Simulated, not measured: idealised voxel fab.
Name of the process module below: voxel transistor to metal
The cross-section shown here is cut; it is 200 nm wide and divided into square cells measuring 5 nm on a side.
The cross-sections in this document take the form of a grid made of square cells. They are written out as bands, in order from top to bottom. Each band consists of one or more rows of cells.
Heads up on the band format: heights come first, top then bottom, in nm. After that it's the materials left to right, each with its width in nm. A single material flagged "edge to edge" fills the whole band edge to edge, and "empty" means there's empty space there.
The reference from which all heights are counted is 0, the level beneath which the as-received wafer is entirely one material; the lowest band, having no lower bound, proceeds downward and is written after the example "0 and below".
Graded width ("30..40"): value in top row of band = first number; value in bottom row = second number; row-to-row change constant.
Where a step carries "remained the same", the cross-section came out of it unchanged, cell for cell.
The list in "Catalogued sealed voids" covers empty spaces of 8 cells or more that cannot reach the top through any open way, and it gives each as width x height at distance; the distance is from the left edge, and width, height and distance are in nm.
Past the settings on a step's line: simulator remark, on that step.
"overlay nm", when on a step's line for a step with a mask, measures how far to the right of its planned place the mask lay; a negative measure means to the left.

LIST OF PLANNED PROCESS STEPS
- 1: RECEIVE: material Si
- 2: CONFORMAL_DEP: material SiO2, thk nm 5
- 3: CONFORMAL_DEP: material SiN, thk nm 15
- 4: DIRECTIONAL_DEP: material aC, thk nm 10
- 5: PATTERN: tone cover, mask id ACTIVE, material resist, width nm 110, thk nm 25, overlay nm 0
- 6: DIRECTIONAL_ETCH: etch materials aC, depth nm 10
- 7: STRIP: etch materials resist
- 8: DIRECTIONAL_ETCH: etch materials SiN, depth nm 15
- 9: DIRECTIONAL_ETCH: etch materials SiO2, depth nm 5
- 10: DIRECTIONAL_ETCH: etch materials Si, depth nm 25
- 11: STRIP: etch materials aC
- 12: FILL_DEP: material SiO2, thk nm 10
- 13: CMP: height nm 20
- 14: SELECTIVE_ETCH: etch materials SiO2, depth nm 5
- 15: STRIP: etch materials SiN
- 16: SELECTIVE_ETCH: etch materials SiO2, depth nm 5
- 17: OXIDIZE: depth nm 5
- 18: DIRECTIONAL_DEP: material polySi, thk nm 20
- 19: DIRECTIONAL_DEP: material SiCN, thk nm 10
- 20: MASKED_ETCH: tone cover, mask id GATE, width nm 20, etch materials SiCN, depth nm 20, overlay nm 0
- 21: MASKED_ETCH: tone cover, mask id GATE, width nm 20, etch materials polySi, depth nm 30, overlay nm 0
- 22: CONFORMAL_DEP: material SiO2, thk nm 5
- 23: DIRECTIONAL_ETCH: etch materials SiO2, depth nm 5
- 24: CONFORMAL_DEP: material SiN, thk nm 5
- 25: DIRECTIONAL_ETCH: etch materials SiN, depth nm 5
- 26: DIRECTIONAL_ETCH: etch materials SiO2, depth nm 5
- 27: DIRECTIONAL_ETCH: etch materials Si, depth nm 5
- 28: EPI: material pSi, thk nm 5
- 29: FILL_DEP: material SiO2, thk nm 5
- 30: CMP: height nm 30
- 31: DIRECTIONAL_DEP: material SiO2, thk nm 15
- 32: PATTERN: tone open, mask id CONTACT, material resist, width nm 20, pitch nm 80, thk nm 20, overlay nm 0
- 33: DIRECTIONAL_ETCH: etch materials SiO2, depth nm 50
- 34: STRIP: etch materials resist
- 35: CONFORMAL_DEP: material TiN, thk nm 5
- 36: FILL_DEP: material W, thk nm 10
- 37: CMP: height nm 45
- 38: DIRECTIONAL_DEP: material TiN, thk nm 5
- 39: DIRECTIONAL_DEP: material Ru, thk nm 15
- 40: MASKED_ETCH: tone cover, mask id METAL_1, width nm 20, pitch nm 80, etch materials Ru, depth nm 15, overlay nm 0
- 41: MASKED_ETCH: tone cover, mask id METAL_1, width nm 20, pitch nm 80, etch materials TiN, depth nm 5, overlay nm 0
- 42: FILL_DEP: material lowk, thk nm 10
- 43: CMP: height nm 65
- 44: CONFORMAL_DEP: material SiCN, thk nm 5
- 45: DIRECTIONAL_DEP: material lowk, thk nm 35
- 46: PATTERN: tone open, mask id METAL_2_HOLES, material resist, width nm 15, pitch nm 80, thk nm 20, overlay nm 0
- 47: DIRECTIONAL_ETCH: etch materials lowk, depth nm 35
- 48: STRIP: etch materials resist
- 49: PATTERN: tone open, mask id METAL_2, material resist, width nm 20, pitch nm 80, thk nm 20, overlay nm 0
- 50: DIRECTIONAL_ETCH: etch materials lowk, depth nm 20
- 51: DIRECTIONAL_ETCH: etch materials SiCN, depth nm 5
- 52: STRIP: etch materials resist
- 53: CONFORMAL_DEP: material TiN, thk nm 5
- 54: FILL_DEP: material Ru, thk nm 10
- 55: CMP: height nm 105
- 56: CONFORMAL_DEP: material SiCN, thk nm 5

CROSS-SECTION OF THE WAFER AT RECEIPT, WHICH IS THE CONDITION AFTER STEP 1
    0 and below  Si edge to edge
    Catalogued sealed voids: none

HERE'S THE CROSS-SECTION OF THE FIRST OF OUR TWO WAFERS AT THE END OF THE MODULE - IT RAN AS PLANNED
    110 down to 105  SiCN edge to edge
    105 down to 90  lowk 50, TiN 5, Ru 10, TiN 5, lowk 60, TiN 5, Ru 10, TiN 5, lowk 50
    90 down to 85  lowk 50, TiN 5, Ru 5, TiN 10, lowk 60, TiN 5, Ru 5, TiN 10, lowk 50
    85 down to 70  lowk 50, TiN 5, Ru 5, TiN 5, lowk 65, TiN 5, Ru 5, TiN 5, lowk 55
    70 down to 65  SiCN 50, TiN 15, SiCN 65, TiN 15, SiCN 55
    65 down to 50  lowk 50, Ru 20, lowk 60, Ru 20, lowk 50
    50 down to 45  lowk 50, TiN 20, lowk 60, TiN 20, lowk 50
    45 down to 30  SiO2 50, TiN 5, W 10, TiN 5, SiO2 60, TiN 5, W 10, TiN 5, SiO2 50
    30 down to 20  SiO2 50, TiN 5, W 10, TiN 5, SiO2 10, SiN 5, SiO2 5, SiCN 20, SiO2 5, SiN 5, SiO2 10, TiN 5, W 10, TiN 5, SiO2 50
    20 down to 10  SiO2 50, TiN 5, W 10, TiN 5, SiO2 10, SiN 5, SiO2 5, polySi 20, SiO2 5, SiN 5, SiO2 10, TiN 5, W 10, TiN 5, SiO2 50
    10 down to 0  SiO2 45, SiN 5, TiN 5..10, W 10..5, TiN 5, SiO2 10, SiN 5, SiO2 5, polySi 20, SiO2 5, SiN 5, SiO2 10, TiN 5, W 10..5, TiN 5..10, SiN 5, SiO2 45
    0 down to -5  SiO2 50, pSi 5, TiN 15, SiO2 5, pSi 5, SiO2 40, pSi 5, SiO2 5, TiN 15, pSi 5, SiO2 50
    -5 down to -10  SiO2 45, Si 5, pSi 30, Si 40, pSi 30, Si 5, SiO2 45
    -10 down to -25  SiO2 45, Si 110, SiO2 45
    -25 and below  Si edge to edge
    Catalogued sealed voids: none

SECOND WAFER CROSS-SECTION AT END OF MODULE - SHARED START AND PLAN WITH THE FIRST, ONE MISTAKE IN THE RUN
    110 down to 105  SiCN edge to edge
    105 down to 90  lowk 50, TiN 5, Ru 10, TiN 5, lowk 60, TiN 5, Ru 10, TiN 5, lowk 50
    90 down to 85  lowk 50, TiN 5, Ru 5, TiN 10, lowk 60, TiN 5, Ru 5, TiN 10, lowk 50
    85 down to 70  lowk 50, TiN 5, Ru 5, TiN 5, lowk 65, TiN 5, Ru 5, TiN 5, lowk 55
    70 down to 65  SiCN 50, TiN 15, SiCN 65, TiN 15, SiCN 55
    65 down to 50  lowk 50, Ru 20, lowk 60, Ru 20, lowk 50
    50 down to 45  lowk 50, TiN 20, lowk 60, TiN 20, lowk 50
    45 down to 30  SiO2 50, TiN 5, W 10, TiN 5, SiO2 60, TiN 5, W 10, TiN 5, SiO2 50
    30 down to 20  SiO2 50, TiN 5, W 10, TiN 5, SiO2 10, SiN 5, SiO2 5, SiCN 20, SiO2 5, SiN 5, SiO2 10, TiN 5, W 10, TiN 5, SiO2 50
    20 down to 10  SiO2 50, TiN 5, W 10, TiN 5, SiO2 10, SiN 5, SiO2 5, polySi 20, SiO2 5, SiN 5, SiO2 10, TiN 5, W 10, TiN 5, SiO2 50
    10 down to 0  SiO2 45, SiN 5, TiN 5, W 10, TiN 5, SiO2 10, SiN 5, SiO2 5, polySi 20, SiO2 5, SiN 5, SiO2 10, TiN 5, W 10, TiN 5, SiN 5, SiO2 45
    0 down to -5  SiO2 50, TiN 20, SiO2 60, TiN 20, SiO2 50
    -5 down to -10  SiO2 edge to edge
    -10 down to -25  SiO2 45, Si 110, SiO2 45
    -25 and below  Si edge to edge
    Catalogued sealed voids: none
Heads up, the wafer didn't run the way we planned it: step 17 was processed under conditions differing from the plan, specifically as OXIDIZE: depth nm 10
Wafer comparison, final, in cells, second relative to first, materials more or fewer: 10 fewer of Si, 24 more of SiO2, 2 more of W, 16 fewer of pSi
